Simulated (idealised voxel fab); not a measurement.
process module | voxel transistor to metal
cross-section cut | 285 nm wide | cells 5 nm
A cross-section is a grid of square cells, given in bands from the top down. A band is one or more rows of cells.
Each band's line starts with the height of the band's top and of its bottom, in nm. Then come its materials from left to right, each with its width in nm. One material with "throughout" fills the band from edge to edge. "air" is empty space.
Height 0 is the level under which the wafer as received is all one material. The lowest band goes on downwards, as in "0 down".
A width such as "30 to 40" changes by the same amount from each row of cells to the next, from the band's top row to its bottom row.
"no change" after a step means that no cell of the cross-section changed.
closed voids: empty space of 8 cells or more with no open way to the top, each as width x height at its distance from the left edge, in nm
after a step's settings: what the simulator itself notes on the step
overlay nm, on a step with a mask: how far to the right of its planned place the mask lay; to the left if negative
Each pair below shows a cross-section before one step and the cross-section after it, down to the lowest band that changed. The line under each pair gives the step between them, with its settings. The pairs can come from different runs of this module on the same starting wafer, so a pair continues from the pair above only where its "before" says so.
before
  45 to 40: TiN 40 | air 5 | TiN 65 | air 5 | TiN 50 | air 5 | TiN 65 | air 5 | TiN 45
  40 to 30: SiO2 35 | TiN 5 | air 5 | TiN 5 | SiO2 55 | TiN 5 | air 5 | TiN 5 | SiO2 40 | TiN 5 | air 5 | TiN 5 | SiO2 55 | TiN 5 | air 5 | TiN 5 | SiO2 40
  30 to 20: SiO2 35 | TiN 5 | air 5 | TiN 5 | SiO2 5 | SiN 10 | SiCN 25 | SiN 10 | SiO2 5 | TiN 5 | air 5 | TiN 5 | SiO2 40 | TiN 5 | air 5 | TiN 5 | SiO2 5 | SiN 10 | SiCN 25 | SiN 10 | SiO2 5 | TiN 5 | air 5 | TiN 5 | SiO2 40
  20 to 10: SiO2 35 | TiN 5 | air 5 | TiN 5 | SiO2 5 | SiN 10 | polySi 25 | SiN 10 | SiO2 5 | TiN 5 | air 5 | TiN 5 | SiO2 40 | TiN 5 | air 5 | TiN 5 | SiO2 5 | SiN 10 | polySi 25 | SiN 10 | SiO2 5 | TiN 5 | air 5 | TiN 5 | SiO2 40
  10 to 5: SiO2 35 | TiN 15 | SiO2 5 | SiN 10 | polySi 25 | SiN 10 | SiO2 5 | TiN 15 | SiO2 40 | TiN 15 | SiO2 5 | SiN 10 | polySi 25 | SiN 10 | SiO2 5 | TiN 15 | SiO2 40
  5 to 0: SiO2 25 | SiN 10 | SiO2 10 | SiGe 10 | SiN 10 | polySi 25 | SiN 10 | SiGe 10 | SiO2 10 | SiN 10 | SiO2 20 | SiN 10 | SiO2 10 | SiGe 10 | SiN 10 | polySi 25 | SiN 10 | SiGe 10 | SiO2 10 | SiN 10 | SiO2 30
  0 to -5: SiO2 25 | SiN 5 | SiO2 5 | SiGe 20 | SiO2 45 | SiGe 20 | SiO2 5 | SiN 5 | SiO2 20 | SiN 5 | SiO2 5 | SiGe 20 | SiO2 45 | SiGe 20 | SiO2 5 | SiN 5 | SiO2 30
  -5 to -10: SiO2 35 | SiGe 20 | Si 45 | SiGe 20 | SiO2 40 | SiGe 20 | Si 45 | SiGe 20 | SiO2 40
  -10 to -35: SiO2 30 | Si 95 | SiO2 30 | Si 95 | SiO2 35
  -35 down: Si throughout
  closed voids: none
after
  50 to 45: Ru throughout
  45 to 40: TiN 40 | Ru 5 | TiN 65 | Ru 5 | TiN 50 | Ru 5 | TiN 65 | Ru 5 | TiN 45
  40 to 30: SiO2 35 | TiN 5 | Ru 5 | TiN 5 | SiO2 55 | TiN 5 | Ru 5 | TiN 5 | SiO2 40 | TiN 5 | Ru 5 | TiN 5 | SiO2 55 | TiN 5 | Ru 5 | TiN 5 | SiO2 40
  30 to 20: SiO2 35 | TiN 5 | Ru 5 | TiN 5 | SiO2 5 | SiN 10 | SiCN 25 | SiN 10 | SiO2 5 | TiN 5 | Ru 5 | TiN 5 | SiO2 40 | TiN 5 | Ru 5 | TiN 5 | SiO2 5 | SiN 10 | SiCN 25 | SiN 10 | SiO2 5 | TiN 5 | Ru 5 | TiN 5 | SiO2 40
  20 to 10: SiO2 35 | TiN 5 | Ru 5 | TiN 5 | SiO2 5 | SiN 10 | polySi 25 | SiN 10 | SiO2 5 | TiN 5 | Ru 5 | TiN 5 | SiO2 40 | TiN 5 | Ru 5 | TiN 5 | SiO2 5 | SiN 10 | polySi 25 | SiN 10 | SiO2 5 | TiN 5 | Ru 5 | TiN 5 | SiO2 40
  below 10: unchanged
  closed voids: none
the step between: op FILL_DEP | material Ru | thk nm 5
before: the cross-section after the pair above
after
  40 to 30: SiO2 35 | TiN 5 | Ru 5 | TiN 5 | SiO2 55 | TiN 5 | Ru 5 | TiN 5 | SiO2 40 | TiN 5 | Ru 5 | TiN 5 | SiO2 55 | TiN 5 | Ru 5 | TiN 5 | SiO2 40
  below 30: unchanged
  closed voids: none
the step between: op CMP | height nm 40
before: the cross-section after the pair above
after
  45 to 40: TiN throughout
  below 40: unchanged
  closed voids: none
the step between: op DIRECTIONAL_DEP | material TiN | thk nm 5
before: the cross-section after the pair above
after
  70 to 45: Ru throughout
  below 45: unchanged
  closed voids: none
the step between: op DIRECTIONAL_DEP | material Ru | thk nm 25
before: the cross-section after the pair above
after
  70 to 45: air 35 | Ru 15 | air 55 | Ru 15 | air 40 | Ru 15 | air 55 | Ru 15 | air 40
  below 45: unchanged
  closed voids: none
the step between: op MASKED_ETCH | tone cover | mask id METAL_1 | width nm 15 | etch materials Ru | depth nm 25 | overlay nm 0
before: the cross-section after the pair above
after
  70 to 45: air 35 | Ru 15 | air 55 | Ru 15 | air 40 | Ru 15 | air 55 | Ru 15 | air 40
  45 to 40: air 35 | TiN 15 | air 55 | TiN 15 | air 40 | TiN 15 | air 55 | TiN 15 | air 40
  below 40: unchanged
  closed voids: none
the step between: op MASKED_ETCH | tone cover | mask id METAL_1 | width nm 15 | etch materials TiN | depth nm 5 | overlay nm 0
before: the cross-section after the pair above
after
  80 to 70: lowk throughout
  70 to 45: lowk 35 | Ru 15 | lowk 55 | Ru 15 | lowk 40 | Ru 15 | lowk 55 | Ru 15 | lowk 40
  45 to 40: lowk 35 | TiN 15 | lowk 55 | TiN 15 | lowk 40 | TiN 15 | lowk 55 | TiN 15 | lowk 40
  below 40: unchanged
  closed voids: none
the step between: op FILL_DEP | material lowk | thk nm 10
before: the cross-section after the pair above
after
  70 to 45: lowk 35 | Ru 15 | lowk 55 | Ru 15 | lowk 40 | Ru 15 | lowk 55 | Ru 15 | lowk 40
  below 45: unchanged
  closed voids: none
the step between: op CMP | height nm 70
before: the cross-section after the pair above
after
  75 to 70: SiN throughout
  below 70: unchanged
  closed voids: none
the step between: op CONFORMAL_DEP | material SiN | thk nm 5
before
  40 to 30: SiO2 35 | TiN 5 | Ru 5 | TiN 5 | SiO2 55 | TiN 5 | Ru 5 | TiN 5 | SiO2 40 | TiN 5 | Ru 5 | TiN 5 | SiO2 55 | TiN 5 | Ru 5 | TiN 5 | SiO2 40
  30 to 20: SiO2 35 | TiN 5 | Ru 5 | TiN 5 | SiO2 5 | SiN 10 | SiCN 25 | SiN 10 | SiO2 5 | TiN 5 | Ru 5 | TiN 5 | SiO2 40 | TiN 5 | Ru 5 | TiN 5 | SiO2 5 | SiN 10 | SiCN 25 | SiN 10 | SiO2 5 | TiN 5 | Ru 5 | TiN 5 | SiO2 40
  20 to 10: SiO2 35 | TiN 5 | Ru 5 | TiN 5 | SiO2 5 | SiN 10 | polySi 25 | SiN 10 | SiO2 5 | TiN 5 | Ru 5 | TiN 5 | SiO2 40 | TiN 5 | Ru 5 | TiN 5 | SiO2 5 | SiN 10 | polySi 25 | SiN 10 | SiO2 5 | TiN 5 | Ru 5 | TiN 5 | SiO2 40
  10 to 5: SiO2 35 | TiN 15 | SiO2 5 | SiN 10 | polySi 25 | SiN 10 | SiO2 5 | TiN 15 | SiO2 40 | TiN 15 | SiO2 5 | SiN 10 | polySi 25 | SiN 10 | SiO2 5 | TiN 15 | SiO2 40
  5 to 0: SiO2 25 | SiN 10 | SiGe 20 | SiN 10 | polySi 25 | SiN 10 | SiGe 20 | SiN 10 | SiO2 20 | SiN 10 | SiGe 20 | SiN 10 | polySi 25 | SiN 10 | SiGe 20 | SiN 10 | SiO2 30
  0 to -5: SiO2 35 | SiGe 20 | SiO2 45 | SiGe 20 | SiO2 40 | SiGe 20 | SiO2 45 | SiGe 20 | SiO2 40
  -5 to -10: SiO2 30 | Si 5 | SiGe 20 | Si 45 | SiGe 20 | Si 5 | SiO2 30 | Si 5 | SiGe 20 | Si 45 | SiGe 20 | Si 5 | SiO2 35
  -10 to -35: SiO2 30 | Si 95 | SiO2 30 | Si 95 | SiO2 35
  -35 down: Si throughout
  closed voids: none
after
  65 to 40: Ru throughout
  below 40: unchanged
  closed voids: none
the step between: op DIRECTIONAL_DEP | material Ru | thk nm 25
before: the cross-section after the pair above
after
  70 to 65: TiN throughout
  below 65: unchanged
  closed voids: none
the step between: op DIRECTIONAL_DEP | material TiN | thk nm 5
before: the cross-section after the pair above
after
  70 to 65: air 35 | TiN 15 | air 55 | TiN 15 | air 40 | TiN 15 | air 55 | TiN 15 | air 40
  below 65: unchanged
  closed voids: none
the step between: op MASKED_ETCH | tone cover | mask id METAL_1 | width nm 15 | etch materials TiN | depth nm 5 | overlay nm 0
before: the cross-section after the pair above
after
  80 to 70: lowk throughout
  70 to 65: lowk 35 | TiN 15 | lowk 55 | TiN 15 | lowk 40 | TiN 15 | lowk 55 | TiN 15 | lowk 40
  below 65: unchanged
  closed voids: none
the step between: op FILL_DEP | material lowk | thk nm 10
before: the cross-section after the pair above
after
  70 to 65: lowk 35 | TiN 15 | lowk 55 | TiN 15 | lowk 40 | TiN 15 | lowk 55 | TiN 15 | lowk 40
  below 65: unchanged
  closed voids: none
the step between: op CMP | height nm 70
before: the cross-section after the pair above
after
  75 to 70: SiN throughout
  below 70: unchanged
  closed voids: none
the step between: op CONFORMAL_DEP | material SiN | thk nm 5
before
  15 to 5: air 30 | SiN 95 | air 30 | SiN 95 | air 35
  5 to 0: air 30 | SiO2 95 | air 30 | SiO2 95 | air 35
  0 down: Si throughout
  closed voids: none
after
  15 to 5: air 30 | SiN 95 | air 30 | SiN 95 | air 35
  5 to 0: air 30 | SiO2 95 | air 30 | SiO2 95 | air 35
  0 to -40: air 30 | Si 95 | air 30 | Si 95 | air 35
  below -40: unchanged
  closed voids: none
the step between: op MASKED_ETCH | tone cover | mask id ACTIVE | width nm 95 | pitch nm 125 | etch materials Si | depth nm 40 | overlay nm 0
before: the cross-section after the pair above
after
  25 to 15: SiO2 throughout
  15 to 5: SiO2 30 | SiN 95 | SiO2 30 | SiN 95 | SiO2 35
  5 to 0: SiO2 throughout
  0 to -40: SiO2 30 | Si 95 | SiO2 30 | Si 95 | SiO2 35
  below -40: unchanged
  closed voids: none
the step between: op FILL_DEP | material SiO2 | thk nm 10
before: the cross-section after the pair above
after
  15 to 5: SiO2 30 | SiN 95 | SiO2 30 | SiN 95 | SiO2 35
  below 5: unchanged
  closed voids: none
the step between: op CMP | height nm 15
before: the cross-section after the pair above
after
  15 to 10: air 30 | SiN 95 | air 30 | SiN 95 | air 35
  below 10: unchanged
  closed voids: none
the step between: op SELECTIVE_ETCH | etch materials SiO2 | depth nm 5
before: the cross-section after the pair above
after
  10 to 5: SiO2 30 | air 95 | SiO2 30 | air 95 | SiO2 35
  below 5: unchanged
  closed voids: none
the step between: op STRIP | etch materials SiN
before: the cross-section after the pair above
after
  5 to 0: SiO2 25 | air 105 | SiO2 20 | air 105 | SiO2 30
  below 0: unchanged
  closed voids: none
the step between: op SELECTIVE_ETCH | etch materials SiO2 | depth nm 5
before: the cross-section after the pair above
after
  5 to 0: SiO2 25 | air 105 | SiO2 20 | air 105 | SiO2 30
  0 to -5: SiO2 throughout
  below -5: unchanged
  closed voids: none
the step between: op OXIDIZE | depth nm 5
before: the cross-section after the pair above
after
  25 to 20: polySi 25 | air 105 | polySi 20 | air 105 | polySi 30
  20 to 5: polySi throughout
  5 to 0: SiO2 25 | polySi 105 | SiO2 20 | polySi 105 | SiO2 30
  below 0: unchanged
  closed voids: none
the step between: op DIRECTIONAL_DEP | material polySi | thk nm 20
before: the cross-section after the pair above
after
  35 to 30: SiCN 25 | air 105 | SiCN 20 | air 105 | SiCN 30
  30 to 25: SiCN throughout
  25 to 20: polySi 25 | SiCN 105 | polySi 20 | SiCN 105 | polySi 30
  below 20: unchanged
  closed voids: none
the step between: op DIRECTIONAL_DEP | material SiCN | thk nm 10
before: the cross-section after the pair above
after
  55 to 35: air 65 | resist 25 | air 100 | resist 25 | air 70
  35 to 30: SiCN 25 | air 40 | resist 25 | air 40 | SiCN 20 | air 40 | resist 25 | air 40 | SiCN 30
  below 30: unchanged
  closed voids: none
the step between: op PATTERN | tone cover | mask id GATE | material resist | width nm 25 | pitch nm 125 | thk nm 20 | overlay nm 0
before: the cross-section after the pair above
after
  55 to 30: air 65 | resist 25 | air 100 | resist 25 | air 70
  30 to 25: air 65 | SiCN 25 | air 100 | SiCN 25 | air 70
  25 to 20: polySi 25 | air 40 | SiCN 25 | air 40 | polySi 20 | air 40 | SiCN 25 | air 40 | polySi 30
  below 20: unchanged
  closed voids: none
the step between: op DIRECTIONAL_ETCH | etch materials SiCN | depth nm 20
before: the cross-section after the pair above
after
  55 to 30: air 65 | resist 25 | air 100 | resist 25 | air 70
  30 to 20: air 65 | SiCN 25 | air 100 | SiCN 25 | air 70
  20 to 5: air 65 | polySi 25 | air 100 | polySi 25 | air 70
  5 to 0: SiO2 25 | air 40 | polySi 25 | air 40 | SiO2 20 | air 40 | polySi 25 | air 40 | SiO2 30
  below 0: unchanged
  closed voids: none
the step between: op DIRECTIONAL_ETCH | etch materials polySi | depth nm 30
before: the cross-section after the pair above
after
  30 to 20: air 65 | SiCN 25 | air 100 | SiCN 25 | air 70
  below 20: unchanged
  closed voids: none
the step between: op STRIP | etch materials resist
before: the cross-section after the pair above
after
  40 to 30: air 55 | SiN 45 | air 80 | SiN 45 | air 60
  30 to 20: air 55 | SiN 10 | SiCN 25 | SiN 10 | air 80 | SiN 10 | SiCN 25 | SiN 10 | air 60
  20 to 15: air 55 | SiN 10 | polySi 25 | SiN 10 | air 80 | SiN 10 | polySi 25 | SiN 10 | air 60
  15 to 10: SiN 35 | air 20 | SiN 10 | polySi 25 | SiN 10 | air 20 | SiN 40 | air 20 | SiN 10 | polySi 25 | SiN 10 | air 20 | SiN 40
  10 to 5: SiN 65 | polySi 25 | SiN 100 | polySi 25 | SiN 70
  5 to 0: SiO2 25 | SiN 40 | polySi 25 | SiN 40 | SiO2 20 | SiN 40 | polySi 25 | SiN 40 | SiO2 30
  below 0: unchanged
  closed voids: none
the step between: op CONFORMAL_DEP | material SiN | thk nm 10
before: the cross-section after the pair above
after
  30 to 20: air 55 | SiN 10 | SiCN 25 | SiN 10 | air 80 | SiN 10 | SiCN 25 | SiN 10 | air 60
  20 to 5: air 55 | SiN 10 | polySi 25 | SiN 10 | air 80 | SiN 10 | polySi 25 | SiN 10 | air 60
  5 to 0: SiO2 25 | SiN 10 | air 20 | SiN 10 | polySi 25 | SiN 10 | air 20 | SiN 10 | SiO2 20 | SiN 10 | air 20 | SiN 10 | polySi 25 | SiN 10 | air 20 | SiN 10 | SiO2 30
  below 0: unchanged
  closed voids: none
the step between: op DIRECTIONAL_ETCH | etch materials SiN | depth nm 10
before: the cross-section after the pair above
after
  30 to 20: air 55 | SiN 10 | SiCN 25 | SiN 10 | air 80 | SiN 10 | SiCN 25 | SiN 10 | air 60
  20 to 5: air 55 | SiN 10 | polySi 25 | SiN 10 | air 80 | SiN 10 | polySi 25 | SiN 10 | air 60
  5 to 0: air 25 | SiN 10 | air 20 | SiN 10 | polySi 25 | SiN 10 | air 20 | SiN 10 | air 20 | SiN 10 | air 20 | SiN 10 | polySi 25 | SiN 10 | air 20 | SiN 10 | air 30
  0 to -5: SiO2 35 | air 20 | SiO2 45 | air 20 | SiO2 40 | air 20 | SiO2 45 | air 20 | SiO2 40
  below -5: unchanged
  closed voids: none
the step between: op DIRECTIONAL_ETCH | etch materials SiO2 | depth nm 5
before: the cross-section after the pair above
after
  30 to 20: air 55 | SiN 10 | SiCN 25 | SiN 10 | air 80 | SiN 10 | SiCN 25 | SiN 10 | air 60
  20 to 5: air 55 | SiN 10 | polySi 25 | SiN 10 | air 80 | SiN 10 | polySi 25 | SiN 10 | air 60
  5 to 0: air 25 | SiN 10 | air 20 | SiN 10 | polySi 25 | SiN 10 | air 20 | SiN 10 | air 20 | SiN 10 | air 20 | SiN 10 | polySi 25 | SiN 10 | air 20 | SiN 10 | air 30
  0 to -5: SiO2 35 | air 20 | SiO2 45 | air 20 | SiO2 40 | air 20 | SiO2 45 | air 20 | SiO2 40
  -5 to -10: SiO2 30 | Si 5 | air 20 | Si 45 | air 20 | Si 5 | SiO2 30 | Si 5 | air 20 | Si 45 | air 20 | Si 5 | SiO2 35
  below -10: unchanged
  closed voids: none
the step between: op DIRECTIONAL_ETCH | etch materials Si | depth nm 5
before: the cross-section after the pair above
after
  30 to 20: air 55 | SiN 10 | SiCN 25 | SiN 10 | air 80 | SiN 10 | SiCN 25 | SiN 10 | air 60
  20 to 5: air 55 | SiN 10 | polySi 25 | SiN 10 | air 80 | SiN 10 | polySi 25 | SiN 10 | air 60
  5 to 0: air 25 | SiN 10 | SiGe 20 | SiN 10 | polySi 25 | SiN 10 | SiGe 20 | SiN 10 | air 20 | SiN 10 | SiGe 20 | SiN 10 | polySi 25 | SiN 10 | SiGe 20 | SiN 10 | air 30
  0 to -5: SiO2 35 | SiGe 20 | SiO2 45 | SiGe 20 | SiO2 40 | SiGe 20 | SiO2 45 | SiGe 20 | SiO2 40
  -5 to -10: SiO2 30 | Si 5 | SiGe 20 | Si 45 | SiGe 20 | Si 5 | SiO2 30 | Si 5 | SiGe 20 | Si 45 | SiGe 20 | Si 5 | SiO2 35
  below -10: unchanged
  closed voids: none
the step between: op EPI | material SiGe | thk nm 10
before: the cross-section after the pair above
after
  35 to 30: SiO2 throughout
  30 to 20: SiO2 55 | SiN 10 | SiCN 25 | SiN 10 | SiO2 80 | SiN 10 | SiCN 25 | SiN 10 | SiO2 60
  20 to 5: SiO2 55 | SiN 10 | polySi 25 | SiN 10 | SiO2 80 | SiN 10 | polySi 25 | SiN 10 | SiO2 60
  5 to 0: SiO2 25 | SiN 10 | SiGe 20 | SiN 10 | polySi 25 | SiN 10 | SiGe 20 | SiN 10 | SiO2 20 | SiN 10 | SiGe 20 | SiN 10 | polySi 25 | SiN 10 | SiGe 20 | SiN 10 | SiO2 30
  below 0: unchanged
  closed voids: none
the step between: op FILL_DEP | material SiO2 | thk nm 5
before: the cross-section after the pair above
after
  30 to 20: SiO2 55 | SiN 10 | SiCN 25 | SiN 10 | SiO2 80 | SiN 10 | SiCN 25 | SiN 10 | SiO2 60
  below 20: unchanged
  closed voids: none
the step between: op CMP | height nm 30
before: the cross-section after the pair above
after
  40 to 30: SiO2 throughout
  below 30: unchanged
  closed voids: none
the step between: op DIRECTIONAL_DEP | material SiO2 | thk nm 10
before: the cross-section after the pair above
after
  40 to 30: SiO2 35 | air 15 | SiO2 55 | air 15 | SiO2 40 | air 15 | SiO2 55 | air 15 | SiO2 40
  30 to 20: SiO2 35 | air 15 | SiO2 5 | SiN 10 | SiCN 25 | SiN 10 | SiO2 5 | air 15 | SiO2 40 | air 15 | SiO2 5 | SiN 10 | SiCN 25 | SiN 10 | SiO2 5 | air 15 | SiO2 40
  20 to 5: SiO2 35 | air 15 | SiO2 5 | SiN 10 | polySi 25 | SiN 10 | SiO2 5 | air 15 | SiO2 40 | air 15 | SiO2 5 | SiN 10 | polySi 25 | SiN 10 | SiO2 5 | air 15 | SiO2 40
  below 5: unchanged
  closed voids: none
the step between: op MASKED_ETCH | tone open | mask id CONTACT | width nm 15 | etch materials SiO2 | depth nm 35 | overlay nm 0
before: the cross-section after the pair above
after
  45 to 40: TiN 40 | air 5 | TiN 65 | air 5 | TiN 50 | air 5 | TiN 65 | air 5 | TiN 45
  40 to 30: SiO2 35 | TiN 5 | air 5 | TiN 5 | SiO2 55 | TiN 5 | air 5 | TiN 5 | SiO2 40 | TiN 5 | air 5 | TiN 5 | SiO2 55 | TiN 5 | air 5 | TiN 5 | SiO2 40
  30 to 20: SiO2 35 | TiN 5 | air 5 | TiN 5 | SiO2 5 | SiN 10 | SiCN 25 | SiN 10 | SiO2 5 | TiN 5 | air 5 | TiN 5 | SiO2 40 | TiN 5 | air 5 | TiN 5 | SiO2 5 | SiN 10 | SiCN 25 | SiN 10 | SiO2 5 | TiN 5 | air 5 | TiN 5 | SiO2 40
  20 to 10: SiO2 35 | TiN 5 | air 5 | TiN 5 | SiO2 5 | SiN 10 | polySi 25 | SiN 10 | SiO2 5 | TiN 5 | air 5 | TiN 5 | SiO2 40 | TiN 5 | air 5 | TiN 5 | SiO2 5 | SiN 10 | polySi 25 | SiN 10 | SiO2 5 | TiN 5 | air 5 | TiN 5 | SiO2 40
  10 to 5: SiO2 35 | TiN 15 | SiO2 5 | SiN 10 | polySi 25 | SiN 10 | SiO2 5 | TiN 15 | SiO2 40 | TiN 15 | SiO2 5 | SiN 10 | polySi 25 | SiN 10 | SiO2 5 | TiN 15 | SiO2 40
  below 5: unchanged
  closed voids: none
the step between: op CONFORMAL_DEP | material TiN | thk nm 5
before: the cross-section after the pair above
after
  50 to 45: Ru throughout
  45 to 40: TiN 40 | Ru 5 | TiN 65 | Ru 5 | TiN 50 | Ru 5 | TiN 65 | Ru 5 | TiN 45
  40 to 30: SiO2 35 | TiN 5 | Ru 5 | TiN 5 | SiO2 55 | TiN 5 | Ru 5 | TiN 5 | SiO2 40 | TiN 5 | Ru 5 | TiN 5 | SiO2 55 | TiN 5 | Ru 5 | TiN 5 | SiO2 40
  30 to 20: SiO2 35 | TiN 5 | Ru 5 | TiN 5 | SiO2 5 | SiN 10 | SiCN 25 | SiN 10 | SiO2 5 | TiN 5 | Ru 5 | TiN 5 | SiO2 40 | TiN 5 | Ru 5 | TiN 5 | SiO2 5 | SiN 10 | SiCN 25 | SiN 10 | SiO2 5 | TiN 5 | Ru 5 | TiN 5 | SiO2 40
  20 to 10: SiO2 35 | TiN 5 | Ru 5 | TiN 5 | SiO2 5 | SiN 10 | polySi 25 | SiN 10 | SiO2 5 | TiN 5 | Ru 5 | TiN 5 | SiO2 40 | TiN 5 | Ru 5 | TiN 5 | SiO2 5 | SiN 10 | polySi 25 | SiN 10 | SiO2 5 | TiN 5 | Ru 5 | TiN 5 | SiO2 40
  below 10: unchanged
  closed voids: none
the step between: op FILL_DEP | material Ru | thk nm 5
before: the cross-section after the pair above
after
  40 to 30: SiO2 35 | TiN 5 | Ru 5 | TiN 5 | SiO2 55 | TiN 5 | Ru 5 | TiN 5 | SiO2 40 | TiN 5 | Ru 5 | TiN 5 | SiO2 55 | TiN 5 | Ru 5 | TiN 5 | SiO2 40
  below 30: unchanged
  closed voids: none
the step between: op CMP | height nm 40
before: the cross-section after the pair above
after
  45 to 40: TiN throughout
  below 40: unchanged
  closed voids: none
the step between: op DIRECTIONAL_DEP | material TiN | thk nm 5
before: the cross-section after the pair above
after
  70 to 45: Ru throughout
  below 45: unchanged
  closed voids: none
the step between: op DIRECTIONAL_DEP | material Ru | thk nm 25
before: the cross-section after the pair above
after
  70 to 45: air 35 | Ru 15 | air 55 | Ru 15 | air 40 | Ru 15 | air 55 | Ru 15 | air 40
  below 45: unchanged
  closed voids: none
the step between: op MASKED_ETCH | tone cover | mask id METAL_1 | width nm 15 | etch materials Ru | depth nm 25 | overlay nm 0
before: the cross-section after the pair above
after
  70 to 45: air 35 | Ru 15 | air 55 | Ru 15 | air 40 | Ru 15 | air 55 | Ru 15 | air 40
  45 to 40: air 35 | TiN 15 | air 55 | TiN 15 | air 40 | TiN 15 | air 55 | TiN 15 | air 40
  below 40: unchanged
  closed voids: none
the step between: op MASKED_ETCH | tone cover | mask id METAL_1 | width nm 15 | etch materials TiN | depth nm 5 | overlay nm 0
before: the cross-section after the pair above
after
  80 to 70: lowk throughout
  70 to 45: lowk 35 | Ru 15 | lowk 55 | Ru 15 | lowk 40 | Ru 15 | lowk 55 | Ru 15 | lowk 40
  45 to 40: lowk 35 | TiN 15 | lowk 55 | TiN 15 | lowk 40 | TiN 15 | lowk 55 | TiN 15 | lowk 40
  below 40: unchanged
  closed voids: none
the step between: op FILL_DEP | material lowk | thk nm 10
before: the cross-section after the pair above
after
  70 to 45: lowk 35 | Ru 15 | lowk 55 | Ru 15 | lowk 40 | Ru 15 | lowk 55 | Ru 15 | lowk 40
  below 45: unchanged
  closed voids: none
the step between: op CMP | height nm 70
before: the cross-section after the pair above
after
  75 to 70: SiN throughout
  below 70: unchanged
  closed voids: none
the step between: op CONFORMAL_DEP | material SiN | thk nm 5
before
  40 to 30: SiO2 throughout
  30 to 20: SiO2 55 | SiN 10 | SiCN 25 | SiN 10 | SiO2 80 | SiN 10 | SiCN 25 | SiN 10 | SiO2 60
  20 to 5: SiO2 55 | SiN 10 | polySi 25 | SiN 10 | SiO2 80 | SiN 10 | polySi 25 | SiN 10 | SiO2 60
  5 to 0: SiO2 25 | SiN 10 | SiGe 20 | SiN 10 | polySi 25 | SiN 10 | SiGe 20 | SiN 10 | SiO2 20 | SiN 10 | SiGe 20 | SiN 10 | polySi 25 | SiN 10 | SiGe 20 | SiN 10 | SiO2 30
  0 to -5: SiO2 35 | SiGe 20 | SiO2 45 | SiGe 20 | SiO2 40 | SiGe 20 | SiO2 45 | SiGe 20 | SiO2 40
  -5 to -10: SiO2 30 | Si 5 | SiGe 20 | Si 45 | SiGe 20 | Si 5 | SiO2 30 | Si 5 | SiGe 20 | Si 45 | SiGe 20 | Si 5 | SiO2 35
  -10 to -35: SiO2 30 | Si 95 | SiO2 30 | Si 95 | SiO2 35
  -35 down: Si throughout
  closed voids: none
after
  40 to 30: SiO2 30 | air 25 | SiO2 45 | air 25 | SiO2 30 | air 25 | SiO2 45 | air 25 | SiO2 35
  30 to 20: SiO2 30 | air 25 | SiN 10 | SiCN 25 | SiN 10 | air 25 | SiO2 30 | air 25 | SiN 10 | SiCN 25 | SiN 10 | air 25 | SiO2 35
  20 to 5: SiO2 30 | air 25 | SiN 10 | polySi 25 | SiN 10 | air 25 | SiO2 30 | air 25 | SiN 10 | polySi 25 | SiN 10 | air 25 | SiO2 35
  below 5: unchanged
  closed voids: none
the step between: op MASKED_ETCH | tone open | mask id CONTACT | width nm 25 | etch materials SiO2 | depth nm 35 | overlay nm 0
before: the cross-section after the pair above
after
  45 to 40: TiN 35 | air 15 | TiN 55 | air 15 | TiN 40 | air 15 | TiN 55 | air 15 | TiN 40
  40 to 30: SiO2 30 | TiN 5 | air 15 | TiN 5 | SiO2 45 | TiN 5 | air 15 | TiN 5 | SiO2 30 | TiN 5 | air 15 | TiN 5 | SiO2 45 | TiN 5 | air 15 | TiN 5 | SiO2 35
  30 to 20: SiO2 30 | TiN 5 | air 15 | TiN 5 | SiN 10 | SiCN 25 | SiN 10 | TiN 5 | air 15 | TiN 5 | SiO2 30 | TiN 5 | air 15 | TiN 5 | SiN 10 | SiCN 25 | SiN 10 | TiN 5 | air 15 | TiN 5 | SiO2 35
  20 to 10: SiO2 30 | TiN 5 | air 15 | TiN 5 | SiN 10 | polySi 25 | SiN 10 | TiN 5 | air 15 | TiN 5 | SiO2 30 | TiN 5 | air 15 | TiN 5 | SiN 10 | polySi 25 | SiN 10 | TiN 5 | air 15 | TiN 5 | SiO2 35
  10 to 5: SiO2 30 | TiN 25 | SiN 10 | polySi 25 | SiN 10 | TiN 25 | SiO2 30 | TiN 25 | SiN 10 | polySi 25 | SiN 10 | TiN 25 | SiO2 35
  below 5: unchanged
  closed voids: none
the step between: op CONFORMAL_DEP | material TiN | thk nm 5
before: the cross-section after the pair above
after
  50 to 45: Ru throughout
  45 to 40: TiN 35 | Ru 15 | TiN 55 | Ru 15 | TiN 40 | Ru 15 | TiN 55 | Ru 15 | TiN 40
  40 to 30: SiO2 30 | TiN 5 | Ru 15 | TiN 5 | SiO2 45 | TiN 5 | Ru 15 | TiN 5 | SiO2 30 | TiN 5 | Ru 15 | TiN 5 | SiO2 45 | TiN 5 | Ru 15 | TiN 5 | SiO2 35
  30 to 20: SiO2 30 | TiN 5 | Ru 15 | TiN 5 | SiN 10 | SiCN 25 | SiN 10 | TiN 5 | Ru 15 | TiN 5 | SiO2 30 | TiN 5 | Ru 15 | TiN 5 | SiN 10 | SiCN 25 | SiN 10 | TiN 5 | Ru 15 | TiN 5 | SiO2 35
  20 to 10: SiO2 30 | TiN 5 | Ru 15 | TiN 5 | SiN 10 | polySi 25 | SiN 10 | TiN 5 | Ru 15 | TiN 5 | SiO2 30 | TiN 5 | Ru 15 | TiN 5 | SiN 10 | polySi 25 | SiN 10 | TiN 5 | Ru 15 | TiN 5 | SiO2 35
  below 10: unchanged
  closed voids: none
the step between: op FILL_DEP | material Ru | thk nm 5
before: the cross-section after the pair above
after
  40 to 30: SiO2 30 | TiN 5 | Ru 15 | TiN 5 | SiO2 45 | TiN 5 | Ru 15 | TiN 5 | SiO2 30 | TiN 5 | Ru 15 | TiN 5 | SiO2 45 | TiN 5 | Ru 15 | TiN 5 | SiO2 35
  below 30: unchanged
  closed voids: none
the step between: op CMP | height nm 40
before: the cross-section after the pair above
after
  45 to 40: TiN throughout
  below 40: unchanged
  closed voids: none
the step between: op DIRECTIONAL_DEP | material TiN | thk nm 5
before: the cross-section after the pair above
after
  70 to 45: Ru throughout
  below 45: unchanged
  closed voids: none
the step between: op DIRECTIONAL_DEP | material Ru | thk nm 25
before: the cross-section after the pair above
after
  70 to 45: air 35 | Ru 15 | air 55 | Ru 15 | air 40 | Ru 15 | air 55 | Ru 15 | air 40
  below 45: unchanged
  closed voids: none
the step between: op MASKED_ETCH | tone cover | mask id METAL_1 | width nm 15 | etch materials Ru | depth nm 25 | overlay nm 0
before: the cross-section after the pair above
after
  70 to 45: air 35 | Ru 15 | air 55 | Ru 15 | air 40 | Ru 15 | air 55 | Ru 15 | air 40
  45 to 40: air 35 | TiN 15 | air 55 | TiN 15 | air 40 | TiN 15 | air 55 | TiN 15 | air 40
  below 40: unchanged
  closed voids: none
the step between: op MASKED_ETCH | tone cover | mask id METAL_1 | width nm 15 | etch materials TiN | depth nm 5 | overlay nm 0
